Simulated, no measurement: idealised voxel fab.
process module | voxel transistor to metal
cross-section cut | 180 nm wide | cells 5 nm
A cross-section is a grid of square cells, given in bands from the top down. A band is one or more rows of cells.
Each band's line starts with the height of the band's top and of its bottom, in nm. Then come its materials from left to right, each with its width in nm. One material with "throughout" fills the band from edge to edge. "air" is empty space.
Height 0 is the level under which the wafer as received is all one material. The lowest band goes on downwards, as in "0 down".
A width such as "30 to 40" changes by the same amount from each row of cells to the next, from the band's top row to its bottom row.
"no change" after a step means that no cell of the cross-section changed.
closed voids: empty space of 8 cells or more with no open way to the top, each as width x height at its distance from the left edge, in nm
after a step's settings: what the simulator itself notes on the step
overlay nm, on a step with a mask: how far to the right of its planned place the mask lay; to the left if negative
Each pair below shows a cross-section before one step and the cross-section after it, down to the lowest band that changed. The line under each pair gives the step between them, with its settings. The pairs can come from different runs of this module on the same starting wafer, so a pair continues from the pair above only where its "before" says so.
before
  45 to 30: SiCN throughout
  30 to 0: polySi throughout
  0 to -5: SiO2 throughout
  -5 to -40: SiO2 45 | Si 85 | SiO2 50
  -40 down: Si throughout
  closed voids: none
after
  60 to 45: air 70 | resist 35 | air 75
  below 45: unchanged
  closed voids: none
the step between: op PATTERN | tone cover | mask id GATE | material resist | width nm 35 | thk nm 15 | overlay nm 0
before: the cross-section after the pair above
after
  60 to 45: air 70 | resist 35 | air 75
  45 to 30: air 70 | SiCN 35 | air 75
  below 30: unchanged
  closed voids: none
the step between: op DIRECTIONAL_ETCH | etch materials SiCN | depth nm 25
before: the cross-section after the pair above
after
  60 to 45: air 70 | resist 35 | air 75
  45 to 30: air 70 | SiCN 35 | air 75
  30 to 0: air 70 | polySi 35 | air 75
  below 0: unchanged
  closed voids: none
the step between: op DIRECTIONAL_ETCH | etch materials polySi | depth nm 40
before: the cross-section after the pair above
after
  45 to 30: air 70 | SiCN 35 | air 75
  below 30: unchanged
  closed voids: none
the step between: op STRIP | etch materials resist
before: the cross-section after the pair above
after
  50 to 45: air 65 | SiN 45 | air 70
  45 to 30: air 65 | SiN 5 | SiCN 35 | SiN 5 | air 70
  30 to 5: air 65 | SiN 5 | polySi 35 | SiN 5 | air 70
  5 to 0: SiN 70 | polySi 35 | SiN 75
  below 0: unchanged
  closed voids: none
the step between: op CONFORMAL_DEP | material SiN | thk nm 5
before: the cross-section after the pair above
after
  45 to 30: air 65 | SiN 5 | SiCN 35 | SiN 5 | air 70
  30 to 0: air 65 | SiN 5 | polySi 35 | SiN 5 | air 70
  below 0: unchanged
  closed voids: none
the step between: op DIRECTIONAL_ETCH | etch materials SiN | depth nm 5
before: the cross-section after the pair above
after
  45 to 30: air 65 | SiN 5 | SiCN 35 | SiN 5 | air 70
  30 to 0: air 65 | SiN 5 | polySi 35 | SiN 5 | air 70
  0 to -5: air 65 | SiO2 45 | air 70
  below -5: unchanged
  closed voids: none
the step between: op DIRECTIONAL_ETCH | etch materials SiO2 | depth nm 5
before: the cross-section after the pair above
after
  45 to 30: air 65 | SiN 5 | SiCN 35 | SiN 5 | air 70
  30 to 0: air 65 | SiN 5 | polySi 35 | SiN 5 | air 70
  0 to -5: air 40 | SiGe 25 | SiO2 45 | SiGe 25 | air 45
  below -5: unchanged
  closed voids: none
the step between: op EPI | material SiGe | thk nm 5
before: the cross-section after the pair above
after
  50 to 45: SiO2 throughout
  45 to 30: SiO2 65 | SiN 5 | SiCN 35 | SiN 5 | SiO2 70
  30 to 0: SiO2 65 | SiN 5 | polySi 35 | SiN 5 | SiO2 70
  0 to -5: SiO2 40 | SiGe 25 | SiO2 45 | SiGe 25 | SiO2 45
  below -5: unchanged
  closed voids: none
the step between: op FILL_DEP | material SiO2 | thk nm 5
before: the cross-section after the pair above
after
  30 to 0: SiO2 65 | SiN 5 | polySi 35 | SiN 5 | SiO2 70
  below 0: unchanged
  closed voids: none
the step between: op CMP | height nm 30
before: the cross-section after the pair above
after
  30 to 0: SiO2 65 | SiN 5 | air 35 | SiN 5 | SiO2 70
  below 0: unchanged
  closed voids: none
the step between: op STRIP | etch materials polySi
before: the cross-section after the pair above
after
  30 to 25: air 65 | SiN 5 | air 35 | SiN 5 | air 70
  25 to 0: SiO2 65 | SiN 5 | air 35 | SiN 5 | SiO2 70
  0 to -5: SiO2 40 | SiGe 25 | air 45 | SiGe 25 | SiO2 45
  below -5: unchanged
  closed voids: none
the step between: op SELECTIVE_ETCH | etch materials SiO2 | depth nm 5
before: the cross-section after the pair above
after
  35 to 30: air 60 | HfO2 15 | air 25 | HfO2 15 | air 65
  30 to 25: HfO2 65 | SiN 5 | HfO2 5 | air 25 | HfO2 5 | SiN 5 | HfO2 70
  25 to 0: SiO2 65 | SiN 5 | HfO2 5 | air 25 | HfO2 5 | SiN 5 | SiO2 70
  0 to -5: SiO2 40 | SiGe 25 | HfO2 45 | SiGe 25 | SiO2 45
  below -5: unchanged
  closed voids: none
the step between: op CONFORMAL_DEP | material HfO2 | thk nm 5
before: the cross-section after the pair above
after
  40 to 35: air 55 | TiN 25 | air 15 | TiN 25 | air 60
  35 to 30: TiN 60 | HfO2 15 | TiN 5 | air 15 | TiN 5 | HfO2 15 | TiN 65
  30 to 25: HfO2 65 | SiN 5 | HfO2 5 | TiN 5 | air 15 | TiN 5 | HfO2 5 | SiN 5 | HfO2 70
  25 to 5: SiO2 65 | SiN 5 | HfO2 5 | TiN 5 | air 15 | TiN 5 | HfO2 5 | SiN 5 | SiO2 70
  5 to 0: SiO2 65 | SiN 5 | HfO2 5 | TiN 25 | HfO2 5 | SiN 5 | SiO2 70
  below 0: unchanged
  closed voids: none
the step between: op CONFORMAL_DEP | material TiN | thk nm 5
before: the cross-section after the pair above
after
  50 to 40: W throughout
  40 to 35: W 55 | TiN 25 | W 15 | TiN 25 | W 60
  35 to 30: TiN 60 | HfO2 15 | TiN 5 | W 15 | TiN 5 | HfO2 15 | TiN 65
  30 to 25: HfO2 65 | SiN 5 | HfO2 5 | TiN 5 | W 15 | TiN 5 | HfO2 5 | SiN 5 | HfO2 70
  25 to 5: SiO2 65 | SiN 5 | HfO2 5 | TiN 5 | W 15 | TiN 5 | HfO2 5 | SiN 5 | SiO2 70
  below 5: unchanged
  closed voids: none
the step between: op FILL_DEP | material W | thk nm 10
before: the cross-section after the pair above
after
  25 to 5: SiO2 65 | SiN 5 | HfO2 5 | TiN 5 | W 15 | TiN 5 | HfO2 5 | SiN 5 | SiO2 70
  below 5: unchanged
  closed voids: none
the step between: op CMP | height nm 25
before: the cross-section after the pair above
after
  40 to 25: SiO2 throughout
  below 25: unchanged
  closed voids: none
the step between: op DIRECTIONAL_DEP | material SiO2 | thk nm 15
before: the cross-section after the pair above
after
  55 to 40: resist 45 | air 15 | resist 55 | air 15 | resist 50
  below 40: unchanged
  closed voids: none
the step between: op PATTERN | tone open | mask id CONTACT | material resist | width nm 15 | pitch nm 70 | thk nm 15 | overlay nm 0
before: the cross-section after the pair above
after
  55 to 40: resist 45 | air 15 | resist 55 | air 15 | resist 50
  40 to 25: SiO2 45 | air 15 | SiO2 55 | air 15 | SiO2 50
  25 to 5: SiO2 45 | air 15 | SiO2 5 | SiN 5 | HfO2 5 | TiN 5 | W 15 | TiN 5 | HfO2 5 | SiN 5 | SiO2 5 | air 15 | SiO2 50
  5 to 0: SiO2 45 | air 15 | SiO2 5 | SiN 5 | HfO2 5 | TiN 25 | HfO2 5 | SiN 5 | SiO2 5 | air 15 | SiO2 50
  below 0: unchanged
  closed voids: none
the step between: op DIRECTIONAL_ETCH | etch materials SiO2 | depth nm 40
before: the cross-section after the pair above
after
  40 to 25: SiO2 45 | air 15 | SiO2 55 | air 15 | SiO2 50
  below 25: unchanged
  closed voids: none
the step between: op STRIP | etch materials resist
before: the cross-section after the pair above
after
  45 to 40: TiN 50 | air 5 | TiN 65 | air 5 | TiN 55
  40 to 25: SiO2 45 | TiN 5 | air 5 | TiN 5 | SiO2 55 | TiN 5 | air 5 | TiN 5 | SiO2 50
  25 to 5: SiO2 45 | TiN 5 | air 5 | TiN 5 | SiO2 5 | SiN 5 | HfO2 5 | TiN 5 | W 15 | TiN 5 | HfO2 5 | SiN 5 | SiO2 5 | TiN 5 | air 5 | TiN 5 | SiO2 50
  5 to 0: SiO2 45 | TiN 15 | SiO2 5 | SiN 5 | HfO2 5 | TiN 25 | HfO2 5 | SiN 5 | SiO2 5 | TiN 15 | SiO2 50
  below 0: unchanged
  closed voids: none
the step between: op CONFORMAL_DEP | material TiN | thk nm 5
before: the cross-section after the pair above
after
  55 to 45: Ru throughout
  45 to 40: TiN 50 | Ru 5 | TiN 65 | Ru 5 | TiN 55
  40 to 25: SiO2 45 | TiN 5 | Ru 5 | TiN 5 | SiO2 55 | TiN 5 | Ru 5 | TiN 5 | SiO2 50
  25 to 5: SiO2 45 | TiN 5 | Ru 5 | TiN 5 | SiO2 5 | SiN 5 | HfO2 5 | TiN 5 | W 15 | TiN 5 | HfO2 5 | SiN 5 | SiO2 5 | TiN 5 | Ru 5 | TiN 5 | SiO2 50
  below 5: unchanged
  closed voids: none
the step between: op FILL_DEP | material Ru | thk nm 10
before: the cross-section after the pair above
after
  40 to 25: SiO2 45 | TiN 5 | Ru 5 | TiN 5 | SiO2 55 | TiN 5 | Ru 5 | TiN 5 | SiO2 50
  below 25: unchanged
  closed voids: none
the step between: op CMP | height nm 40
before: the cross-section after the pair above
after
  45 to 40: SiN throughout
  below 40: unchanged
  closed voids: none
the step between: op CONFORMAL_DEP | material SiN | thk nm 5
before: the cross-section after the pair above
after
  70 to 45: SiO2 throughout
  below 45: unchanged
  closed voids: none
the step between: op DIRECTIONAL_DEP | material SiO2 | thk nm 25
before: the cross-section after the pair above
after
  85 to 70: resist 45 | air 15 | resist 55 | air 15 | resist 50
  below 70: unchanged
  closed voids: none
the step between: op PATTERN | tone open | mask id METAL_1 | material resist | width nm 15 | pitch nm 70 | thk nm 15 | overlay nm 0
before: the cross-section after the pair above
after
  85 to 70: resist 45 | air 15 | resist 55 | air 15 | resist 50
  70 to 45: SiO2 45 | air 15 | SiO2 55 | air 15 | SiO2 50
  below 45: unchanged
  closed voids: none
the step between: op DIRECTIONAL_ETCH | etch materials SiO2 | depth nm 25
before: the cross-section after the pair above
after
  85 to 70: resist 45 | air 15 | resist 55 | air 15 | resist 50
  70 to 45: SiO2 45 | air 15 | SiO2 55 | air 15 | SiO2 50
  45 to 40: SiN 45 | air 15 | SiN 55 | air 15 | SiN 50
  below 40: unchanged
  closed voids: none
the step between: op DIRECTIONAL_ETCH | etch materials SiN | depth nm 5
before: the cross-section after the pair above
after
  70 to 45: SiO2 45 | air 15 | SiO2 55 | air 15 | SiO2 50
  below 45: unchanged
  closed voids: none
the step between: op STRIP | etch materials resist
before: the cross-section after the pair above
after
  75 to 70: TiN 50 | air 5 | TiN 65 | air 5 | TiN 55
  70 to 45: SiO2 45 | TiN 5 | air 5 | TiN 5 | SiO2 55 | TiN 5 | air 5 | TiN 5 | SiO2 50
  45 to 40: SiN 45 | TiN 15 | SiN 55 | TiN 15 | SiN 50
  below 40: unchanged
  closed voids: none
the step between: op CONFORMAL_DEP | material TiN | thk nm 5
before: the cross-section after the pair above
after
  85 to 75: Cu throughout
  75 to 70: TiN 50 | Cu 5 | TiN 65 | Cu 5 | TiN 55
  70 to 45: SiO2 45 | TiN 5 | Cu 5 | TiN 5 | SiO2 55 | TiN 5 | Cu 5 | TiN 5 | SiO2 50
  below 45: unchanged
  closed voids: none
the step between: op FILL_DEP | material Cu | thk nm 10
before: the cross-section after the pair above
after
  70 to 45: SiO2 45 | TiN 5 | Cu 5 | TiN 5 | SiO2 55 | TiN 5 | Cu 5 | TiN 5 | SiO2 50
  below 45: unchanged
  closed voids: none
the step between: op CMP | height nm 70
before: the cross-section after the pair above
after
  75 to 70: SiCN throughout
  below 70: unchanged
  closed voids: none
the step between: op CONFORMAL_DEP | material SiCN | thk nm 5
before: the cross-section after the pair above
after
  105 to 75: SiO2 throughout
  below 75: unchanged
  closed voids: none
the step between: op DIRECTIONAL_DEP | material SiO2 | thk nm 30
before: the cross-section after the pair above
after
  115 to 105: aC throughout
  below 105: unchanged
  closed voids: none
the step between: op DIRECTIONAL_DEP | material aC | thk nm 10
before: the cross-section after the pair above
after
  140 to 115: resist 45 | air 15 | resist 55 | air 15 | resist 50
  below 115: unchanged
  closed voids: none
the step between: op PATTERN | tone open | mask id METAL_2 | material resist | width nm 15 | pitch nm 70 | thk nm 25 | overlay nm 0
before: the cross-section after the pair above
after
  130 to 115: resist 45 | air 15 | resist 55 | air 15 | resist 50
  115 to 105: aC 45 | air 15 | aC 55 | air 15 | aC 50
  below 105: unchanged
  closed voids: none
the step between: op DIRECTIONAL_ETCH | etch materials aC | depth nm 10
before: the cross-section after the pair above
after
  115 to 105: aC 45 | air 15 | aC 55 | air 15 | aC 50
  below 105: unchanged
  closed voids: none
the step between: op STRIP | etch materials resist
before: the cross-section after the pair above
after
  115 to 105: aC 45 | air 15 | aC 55 | air 15 | aC 50
  105 to 90: SiO2 45 | air 15 | SiO2 55 | air 15 | SiO2 50
  below 90: unchanged
  closed voids: none
the step between: op DIRECTIONAL_ETCH | etch materials SiO2 | depth nm 15
before: the cross-section after the pair above
after
  105 to 90: SiO2 45 | air 15 | SiO2 55 | air 15 | SiO2 50
  below 90: unchanged
  closed voids: none
the step between: op STRIP | etch materials aC
before: the cross-section after the pair above
after
  120 to 105: aC 45 | air 15 | aC 55 | air 15 | aC 50
  105 to 90: SiO2 45 | aC 15 | SiO2 55 | aC 15 | SiO2 50
  below 90: unchanged
  closed voids: none
the step between: op DIRECTIONAL_DEP | material aC | thk nm 15
before: the cross-section after the pair above
after
  150 to 120: resist 45 | air 15 | resist 55 | air 15 | resist 50
  below 120: unchanged
  closed voids: none
the step between: op PATTERN | tone open | mask id METAL_2_HOLES | material resist | width nm 15 | pitch nm 70 | thk nm 30 | overlay nm 0
before: the cross-section after the pair above
after
  135 to 120: resist 45 | air 15 | resist 55 | air 15 | resist 50
  120 to 105: aC 45 | air 15 | aC 55 | air 15 | aC 50
  105 to 90: SiO2 45 | air 15 | SiO2 55 | air 15 | SiO2 50
  below 90: unchanged
  closed voids: none
the step between: op DIRECTIONAL_ETCH | etch materials aC | depth nm 15
before: the cross-section after the pair above
after
  120 to 105: aC 45 | air 15 | aC 55 | air 15 | aC 50
  below 105: unchanged
  closed voids: none
the step between: op STRIP | etch materials resist
before: the cross-section after the pair above
after
  120 to 105: aC 45 | air 15 | aC 55 | air 15 | aC 50
  105 to 75: SiO2 45 | air 15 | SiO2 55 | air 15 | SiO2 50
  below 75: unchanged
  closed voids: none
the step between: op DIRECTIONAL_ETCH | etch materials SiO2 | depth nm 15
before: the cross-section after the pair above
after
  120 to 105: aC 45 | air 15 | aC 55 | air 15 | aC 50
  105 to 75: SiO2 45 | air 15 | SiO2 55 | air 15 | SiO2 50
  75 to 70: SiCN 45 | air 15 | SiCN 55 | air 15 | SiCN 50
  below 70: unchanged
  closed voids: none
the step between: op DIRECTIONAL_ETCH | etch materials SiCN | depth nm 5
before: the cross-section after the pair above
after
  105 to 75: SiO2 45 | air 15 | SiO2 55 | air 15 | SiO2 50
  below 75: unchanged
  closed voids: none
the step between: op STRIP | etch materials aC
before: the cross-section after the pair above
after
  110 to 105: TiN 50 | air 5 | TiN 65 | air 5 | TiN 55
  105 to 75: SiO2 45 | TiN 5 | air 5 | TiN 5 | SiO2 55 | TiN 5 | air 5 | TiN 5 | SiO2 50
  75 to 70: SiCN 45 | TiN 15 | SiCN 55 | TiN 15 | SiCN 50
  below 70: unchanged
  closed voids: none
the step between: op CONFORMAL_DEP | material TiN | thk nm 5
before: the cross-section after the pair above
after
  120 to 110: Cu throughout
  110 to 105: TiN 50 | Cu 5 | TiN 65 | Cu 5 | TiN 55
  105 to 75: SiO2 45 | TiN 5 | Cu 5 | TiN 5 | SiO2 55 | TiN 5 | Cu 5 | TiN 5 | SiO2 50
  below 75: unchanged
  closed voids: none
the step between: op FILL_DEP | material Cu | thk nm 10
before: the cross-section after the pair above
after
  105 to 75: SiO2 45 | TiN 5 | Cu 5 | TiN 5 | SiO2 55 | TiN 5 | Cu 5 | TiN 5 | SiO2 50
  below 75: unchanged
  closed voids: none
the step between: op CMP | height nm 105
before: the cross-section after the pair above
after
  110 to 105: SiCN throughout
  below 105: unchanged
  closed voids: none
the step between: op CONFORMAL_DEP | material SiCN | thk nm 5
before
  70 to 45: SiO2 throughout
  45 to 40: SiN throughout
  40 to 25: SiO2 45 | TiN 5 | Ru 5 | TiN 5 | SiO2 55 | TiN 5 | Ru 5 | TiN 5 | SiO2 50
  25 to 5: SiO2 45 | TiN 5 | Ru 5 | TiN 5 | SiO2 10 | SiN 5 | HfO2 5 | TiN 5 | W 5 | TiN 5 | HfO2 5 | SiN 5 | SiO2 10 | TiN 5 | Ru 5 | TiN 5 | SiO2 50
  5 to 0: SiO2 45 | TiN 15 | SiO2 10 | SiN 5 | HfO2 5 | TiN 15 | HfO2 5 | SiN 5 | SiO2 10 | TiN 15 | SiO2 50
  0 to -5: SiO2 40 | SiGe 30 | HfO2 35 | SiGe 30 | SiO2 45
  -5 to -40: SiO2 45 | Si 85 | SiO2 50
  -40 down: Si throughout
  closed voids: none
after
  85 to 70: resist 50 | air 15 | resist 55 | air 15 | resist 45
  below 70: unchanged
  closed voids: none
the step between: op PATTERN | tone open | mask id METAL_1 | material resist | width nm 15 | pitch nm 70 | thk nm 15 | overlay nm 5
before: the cross-section after the pair above
after
  85 to 70: resist 50 | air 15 | resist 55 | air 15 | resist 45
  70 to 45: SiO2 50 | air 15 | SiO2 55 | air 15 | SiO2 45
  below 45: unchanged
  closed voids: none
the step between: op DIRECTIONAL_ETCH | etch materials SiO2 | depth nm 25
before: the cross-section after the pair above
after
  85 to 70: resist 50 | air 15 | resist 55 | air 15 | resist 45
  70 to 45: SiO2 50 | air 15 | SiO2 55 | air 15 | SiO2 45
  45 to 40: SiN 50 | air 15 | SiN 55 | air 15 | SiN 45
  below 40: unchanged
  closed voids: none
the step between: op DIRECTIONAL_ETCH | etch materials SiN | depth nm 5
before: the cross-section after the pair above
after
  70 to 45: SiO2 50 | air 15 | SiO2 55 | air 15 | SiO2 45
  below 45: unchanged
  closed voids: none
the step between: op STRIP | etch materials resist
before: the cross-section after the pair above
after
  75 to 70: TiN 55 | air 5 | TiN 65 | air 5 | TiN 50
  70 to 45: SiO2 50 | TiN 5 | air 5 | TiN 5 | SiO2 55 | TiN 5 | air 5 | TiN 5 | SiO2 45
  45 to 40: SiN 50 | TiN 15 | SiN 55 | TiN 15 | SiN 45
  below 40: unchanged
  closed voids: none
the step between: op CONFORMAL_DEP | material TiN | thk nm 5
before: the cross-section after the pair above
after
  85 to 75: Cu throughout
  75 to 70: TiN 55 | Cu 5 | TiN 65 | Cu 5 | TiN 50
  70 to 45: SiO2 50 | TiN 5 | Cu 5 | TiN 5 | SiO2 55 | TiN 5 | Cu 5 | TiN 5 | SiO2 45
  below 45: unchanged
  closed voids: none
the step between: op FILL_DEP | material Cu | thk nm 10
before: the cross-section after the pair above
after
  70 to 45: SiO2 50 | TiN 5 | Cu 5 | TiN 5 | SiO2 55 | TiN 5 | Cu 5 | TiN 5 | SiO2 45
  below 45: unchanged
  closed voids: none
the step between: op CMP | height nm 70
before: the cross-section after the pair above
after
  75 to 70: SiCN throughout
  below 70: unchanged
  closed voids: none
the step between: op CONFORMAL_DEP | material SiCN | thk nm 5
before: the cross-section after the pair above
after
  105 to 75: SiO2 throughout
  below 75: unchanged
  closed voids: none
the step between: op DIRECTIONAL_DEP | material SiO2 | thk nm 30
before: the cross-section after the pair above
after
  115 to 105: aC throughout
  below 105: unchanged
  closed voids: none
the step between: op DIRECTIONAL_DEP | material aC | thk nm 10
before: the cross-section after the pair above
after
  140 to 115: resist 45 | air 15 | resist 55 | air 15 | resist 50
  below 115: unchanged
  closed voids: none
the step between: op PATTERN | tone open | mask id METAL_2 | material resist | width nm 15 | pitch nm 70 | thk nm 25 | overlay nm 0
before: the cross-section after the pair above
after
  130 to 115: resist 45 | air 15 | resist 55 | air 15 | resist 50
  115 to 105: aC 45 | air 15 | aC 55 | air 15 | aC 50
  below 105: unchanged
  closed voids: none
the step between: op DIRECTIONAL_ETCH | etch materials aC | depth nm 10
before: the cross-section after the pair above
after
  115 to 105: aC 45 | air 15 | aC 55 | air 15 | aC 50
  below 105: unchanged
  closed voids: none
the step between: op STRIP | etch materials resist
before: the cross-section after the pair above
after
  115 to 105: aC 45 | air 15 | aC 55 | air 15 | aC 50
  105 to 90: SiO2 45 | air 15 | SiO2 55 | air 15 | SiO2 50
  below 90: unchanged
  closed voids: none
the step between: op DIRECTIONAL_ETCH | etch materials SiO2 | depth nm 15
before: the cross-section after the pair above
after
  105 to 90: SiO2 45 | air 15 | SiO2 55 | air 15 | SiO2 50
  below 90: unchanged
  closed voids: none
the step between: op STRIP | etch materials aC
before: the cross-section after the pair above
after
  120 to 105: aC 45 | air 15 | aC 55 | air 15 | aC 50
  105 to 90: SiO2 45 | aC 15 | SiO2 55 | aC 15 | SiO2 50
  below 90: unchanged
  closed voids: none
the step between: op DIRECTIONAL_DEP | material aC | thk nm 15
before: the cross-section after the pair above
after
  150 to 120: resist 45 | air 15 | resist 55 | air 15 | resist 50
  below 120: unchanged
  closed voids: none
the step between: op PATTERN | tone open | mask id METAL_2_HOLES | material resist | width nm 15 | pitch nm 70 | thk nm 30 | overlay nm 0
before: the cross-section after the pair above
after
  135 to 120: resist 45 | air 15 | resist 55 | air 15 | resist 50
  120 to 105: aC 45 | air 15 | aC 55 | air 15 | aC 50
  105 to 90: SiO2 45 | air 15 | SiO2 55 | air 15 | SiO2 50
  below 90: unchanged
  closed voids: none
the step between: op DIRECTIONAL_ETCH | etch materials aC | depth nm 15
before: the cross-section after the pair above
after
  120 to 105: aC 45 | air 15 | aC 55 | air 15 | aC 50
  below 105: unchanged
  closed voids: none
the step between: op STRIP | etch materials resist
before: the cross-section after the pair above
after
  120 to 105: aC 45 | air 15 | aC 55 | air 15 | aC 50
  105 to 75: SiO2 45 | air 15 | SiO2 55 | air 15 | SiO2 50
  below 75: unchanged
  closed voids: none
the step between: op DIRECTIONAL_ETCH | etch materials SiO2 | depth nm 15
before: the cross-section after the pair above
after
  120 to 105: aC 45 | air 15 | aC 55 | air 15 | aC 50
  105 to 75: SiO2 45 | air 15 | SiO2 55 | air 15 | SiO2 50
  75 to 70: SiCN 45 | air 15 | SiCN 55 | air 15 | SiCN 50
  below 70: unchanged
  closed voids: none
the step between: op DIRECTIONAL_ETCH | etch materials SiCN | depth nm 5
before: the cross-section after the pair above
after
  105 to 75: SiO2 45 | air 15 | SiO2 55 | air 15 | SiO2 50
  below 75: unchanged
  closed voids: none
the step between: op STRIP | etch materials aC
before: the cross-section after the pair above
after
  110 to 105: TiN 50 | air 5 | TiN 65 | air 5 | TiN 55
  105 to 75: SiO2 45 | TiN 5 | air 5 | TiN 5 | SiO2 55 | TiN 5 | air 5 | TiN 5 | SiO2 50
  75 to 70: SiCN 45 | TiN 15 | SiCN 55 | TiN 15 | SiCN 50
  below 70: unchanged
  closed voids: none
the step between: op CONFORMAL_DEP | material TiN | thk nm 5
before: the cross-section after the pair above
after
  120 to 110: Cu throughout
  110 to 105: TiN 50 | Cu 5 | TiN 65 | Cu 5 | TiN 55
  105 to 75: SiO2 45 | TiN 5 | Cu 5 | TiN 5 | SiO2 55 | TiN 5 | Cu 5 | TiN 5 | SiO2 50
  below 75: unchanged
  closed voids: none
the step between: op FILL_DEP | material Cu | thk nm 10
before: the cross-section after the pair above
after
  105 to 75: SiO2 45 | TiN 5 | Cu 5 | TiN 5 | SiO2 55 | TiN 5 | Cu 5 | TiN 5 | SiO2 50
  below 75: unchanged
  closed voids: none
the step between: op CMP | height nm 105
before: the cross-section after the pair above
after
  110 to 105: SiCN throughout
  below 105: unchanged
  closed voids: none
the step between: op CONFORMAL_DEP | material SiCN | thk nm 5
before
  105 to 75: SiO2 45 | TiN 5 | Cu 5 | TiN 5 | SiO2 55 | TiN 5 | Cu 5 | TiN 5 | SiO2 50
  75 to 70: SiCN 45 | TiN 15 | SiCN 55 | TiN 15 | SiCN 50
  70 to 45: SiO2 45 | TiN 5 | Cu 5 | TiN 5 | SiO2 55 | TiN 5 | Cu 5 | TiN 5 | SiO2 50
  45 to 40: SiN 45 | TiN 15 | SiN 55 | TiN 15 | SiN 50
  40 to 25: SiO2 45 | TiN 5 | Ru 5 | TiN 5 | SiO2 55 | TiN 5 | Ru 5 | TiN 5 | SiO2 50
  25 to 5: SiO2 45 | TiN 5 | Ru 5 | TiN 5 | SiO2 10 | SiN 5 | HfO2 5 | TiN 5 | W 5 | TiN 5 | HfO2 5 | SiN 5 | SiO2 10 | TiN 5 | Ru 5 | TiN 5 | SiO2 50
  5 to 0: SiO2 45 | TiN 15 | SiO2 10 | SiN 5 | HfO2 5 | TiN 15 | HfO2 5 | SiN 5 | SiO2 10 | TiN 15 | SiO2 50
  0 to -5: SiO2 40 | SiGe 30 | HfO2 35 | SiGe 30 | SiO2 45
  -5 to -40: SiO2 45 | Si 85 | SiO2 50
  -40 down: Si throughout
  closed voids: none
after
  110 to 105: HfO2 throughout
  below 105: unchanged
  closed voids: none
the step between: op CONFORMAL_DEP | material HfO2 | thk nm 5
before
  70 to 45: SiO2 throughout
  45 to 40: SiN throughout
  40 to 25: SiO2 45 | TiN 5 | Ru 5 | TiN 5 | SiO2 55 | TiN 5 | Ru 5 | TiN 5 | SiO2 50
  25 to 5: SiO2 45 | TiN 5 | Ru 5 | TiN 5 | SiO2 10 | SiN 5 | HfO2 5 | TiN 5 | W 5 | TiN 5 | HfO2 5 | SiN 5 | SiO2 10 | TiN 5 | Ru 5 | TiN 5 | SiO2 50
  5 to 0: SiO2 45 | TiN 15 | SiO2 10 | SiN 5 | HfO2 5 | TiN 15 | HfO2 5 | SiN 5 | SiO2 10 | TiN 15 | SiO2 50
  0 to -5: SiO2 40 | SiGe 30 | HfO2 35 | SiGe 30 | SiO2 45
  -5 to -40: SiO2 45 | Si 85 | SiO2 50
  -40 down: Si throughout
  closed voids: none
after
  85 to 70: air 45 | resist 15 | air 55 | resist 15 | air 50
  below 70: unchanged
  closed voids: none
the step between: op PATTERN | tone cover | mask id METAL_1 | material resist | width nm 15 | pitch nm 70 | thk nm 15 | overlay nm 0
before: the cross-section after the pair above
after
  85 to 70: air 45 | resist 15 | air 55 | resist 15 | air 50
  70 to 45: air 45 | SiO2 15 | air 55 | SiO2 15 | air 50
  below 45: unchanged
  closed voids: none
the step between: op DIRECTIONAL_ETCH | etch materials SiO2 | depth nm 25
before: the cross-section after the pair above
after
  85 to 70: air 45 | resist 15 | air 55 | resist 15 | air 50
  70 to 45: air 45 | SiO2 15 | air 55 | SiO2 15 | air 50
  45 to 40: air 45 | SiN 15 | air 55 | SiN 15 | air 50
  below 40: unchanged
  closed voids: none
the step between: op DIRECTIONAL_ETCH | etch materials SiN | depth nm 5
before: the cross-section after the pair above
after
  70 to 45: air 45 | SiO2 15 | air 55 | SiO2 15 | air 50
  below 45: unchanged
  closed voids: none
the step between: op STRIP | etch materials resist
before: the cross-section after the pair above
after
  75 to 70: air 40 | TiN 25 | air 45 | TiN 25 | air 45
  70 to 45: air 40 | TiN 5 | SiO2 15 | TiN 5 | air 45 | TiN 5 | SiO2 15 | TiN 5 | air 45
  45 to 40: TiN 45 | SiN 15 | TiN 55 | SiN 15 | TiN 50
  below 40: unchanged
  closed voids: none
the step between: op CONFORMAL_DEP | material TiN | thk nm 5
before: the cross-section after the pair above
after
  85 to 75: Cu throughout
  75 to 70: Cu 40 | TiN 25 | Cu 45 | TiN 25 | Cu 45
  70 to 45: Cu 40 | TiN 5 | SiO2 15 | TiN 5 | Cu 45 | TiN 5 | SiO2 15 | TiN 5 | Cu 45
  below 45: unchanged
  closed voids: none
the step between: op FILL_DEP | material Cu | thk nm 10
before: the cross-section after the pair above
after
  70 to 45: Cu 40 | TiN 5 | SiO2 15 | TiN 5 | Cu 45 | TiN 5 | SiO2 15 | TiN 5 | Cu 45
  below 45: unchanged
  closed voids: none
the step between: op CMP | height nm 70
before: the cross-section after the pair above
after
  75 to 70: SiCN throughout
  below 70: unchanged
  closed voids: none
the step between: op CONFORMAL_DEP | material SiCN | thk nm 5
before: the cross-section after the pair above
after
  105 to 75: SiO2 throughout
  below 75: unchanged
  closed voids: none
the step between: op DIRECTIONAL_DEP | material SiO2 | thk nm 30
before: the cross-section after the pair above
after
  115 to 105: aC throughout
  below 105: unchanged
  closed voids: none
the step between: op DIRECTIONAL_DEP | material aC | thk nm 10
before: the cross-section after the pair above
after
  140 to 115: resist 45 | air 15 | resist 55 | air 15 | resist 50
  below 115: unchanged
  closed voids: none
the step between: op PATTERN | tone open | mask id METAL_2 | material resist | width nm 15 | pitch nm 70 | thk nm 25 | overlay nm 0
before: the cross-section after the pair above
after
  130 to 115: resist 45 | air 15 | resist 55 | air 15 | resist 50
  115 to 105: aC 45 | air 15 | aC 55 | air 15 | aC 50
  below 105: unchanged
  closed voids: none
the step between: op DIRECTIONAL_ETCH | etch materials aC | depth nm 10
before: the cross-section after the pair above
after
  115 to 105: aC 45 | air 15 | aC 55 | air 15 | aC 50
  below 105: unchanged
  closed voids: none
the step between: op STRIP | etch materials resist
before: the cross-section after the pair above
after
  115 to 105: aC 45 | air 15 | aC 55 | air 15 | aC 50
  105 to 90: SiO2 45 | air 15 | SiO2 55 | air 15 | SiO2 50
  below 90: unchanged
  closed voids: none
the step between: op DIRECTIONAL_ETCH | etch materials SiO2 | depth nm 15
before: the cross-section after the pair above
after
  105 to 90: SiO2 45 | air 15 | SiO2 55 | air 15 | SiO2 50
  below 90: unchanged
  closed voids: none
the step between: op STRIP | etch materials aC
before: the cross-section after the pair above
after
  120 to 105: aC 45 | air 15 | aC 55 | air 15 | aC 50
  105 to 90: SiO2 45 | aC 15 | SiO2 55 | aC 15 | SiO2 50
  below 90: unchanged
  closed voids: none
the step between: op DIRECTIONAL_DEP | material aC | thk nm 15
before: the cross-section after the pair above
after
  150 to 120: resist 45 | air 15 | resist 55 | air 15 | resist 50
  below 120: unchanged
  closed voids: none
the step between: op PATTERN | tone open | mask id METAL_2_HOLES | material resist | width nm 15 | pitch nm 70 | thk nm 30 | overlay nm 0
